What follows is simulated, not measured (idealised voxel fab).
process module | voxel self aligned vias
cross-section cut | 190 nm wide | cells 5 nm
A cross-section is a grid of square cells, given in bands from the top down. A band is one or more rows of cells.
Each band's line starts with the height of the band's top and of its bottom, in nm. Then come its materials from left to right, each with its width in nm. One material with "throughout" fills the band from edge to edge. "air" is empty space.
Height 0 is the level under which the wafer as received is all one material. The lowest band goes on downwards, as in "0 down".
A width such as "30 to 40" changes by the same amount from each row of cells to the next, from the band's top row to its bottom row.
"no change" after a step means that no cell of the cross-section changed.
closed voids: empty space of 8 cells or more with no open way to the top, each as width x height at its distance from the left edge, in nm
after a step's settings: what the simulator itself notes on the step
overlay nm, on a step with a mask: how far to the right of its planned place the mask lay; to the left if negative
plan
1 op RECEIVE | material Si
2 op CONFORMAL_DEP | material SiO2 | thk nm 10
3 op CONFORMAL_DEP | material SiCN | thk nm 5
4 op DIRECTIONAL_DEP | material lowk | thk nm 30
5 op DIRECTIONAL_DEP | material aC | thk nm 10
6 op PATTERN | tone open | mask id LINES | material resist | width nm 30 | pitch nm 80 | thk nm 25 | overlay nm 0
7 op DIRECTIONAL_ETCH | etch materials aC | depth nm 10
8 op STRIP | etch materials resist
9 op DIRECTIONAL_ETCH | etch materials lowk | depth nm 30
10 op STRIP | etch materials aC
11 op CONFORMAL_DEP | material TiN | thk nm 5
12 op FILL_DEP | material Ru | thk nm 5
13 op CMP | height nm 45
14 op SELECTIVE_ETCH | etch materials W Ru TiN | depth nm 10
15 op FILL_DEP | material SiN | thk nm 5
16 op CMP | height nm 45
17 op DIRECTIONAL_DEP | material lowk | thk nm 10
18 op DIRECTIONAL_DEP | material aC | thk nm 10
19 op PATTERN | tone open | mask id VIAS | material resist | width nm 50 | pitch nm 80 | thk nm 25 | overlay nm 0
20 op DIRECTIONAL_ETCH | etch materials aC | depth nm 10
21 op STRIP | etch materials resist
22 op DIRECTIONAL_ETCH | etch materials lowk | depth nm 20
23 op DIRECTIONAL_ETCH | etch materials SiN | depth nm 10
24 op STRIP | etch materials aC
25 op CONFORMAL_DEP | material TiN | thk nm 5
26 op FILL_DEP | material W | thk nm 5
27 op CMP | height nm 65
28 op CONFORMAL_DEP | material SiCN | thk nm 5
varied across the wafers: thk nm of step 17. The plan shows the first wafer's value. All wafers start alike
first wafer as received, after step 1
  0 down: Si throughout
  closed voids: none
each wafer at the end: cells of each material gained (+) or lost (-) since it was received, then its closed voids
thk nm 10 | +24 Ru | +76 SiCN | +76 SiO2 | +78 TiN | +102 W | +176 lowk | closed voids: none
thk nm 15 | +24 Ru | +76 SiCN | +76 SiO2 | +82 TiN | +72 W | +202 lowk | closed voids: none
thk nm 20 | +24 Ru | +76 SiCN | +76 SiO2 | +64 TiN | +64 W | +228 lowk | closed voids: none
thk nm 25 | +24 Ru | +76 SiCN | +24 SiN | +76 SiO2 | +52 TiN | +32 W | +248 lowk | closed voids: none
thk nm 30 | +24 Ru | +76 SiCN | +24 SiN | +76 SiO2 | +48 TiN | +16 W | +268 lowk | closed voids: none
thk nm 35 | +24 Ru | +76 SiCN | +24 SiN | +76 SiO2 | +44 TiN | +288 lowk | closed voids: none
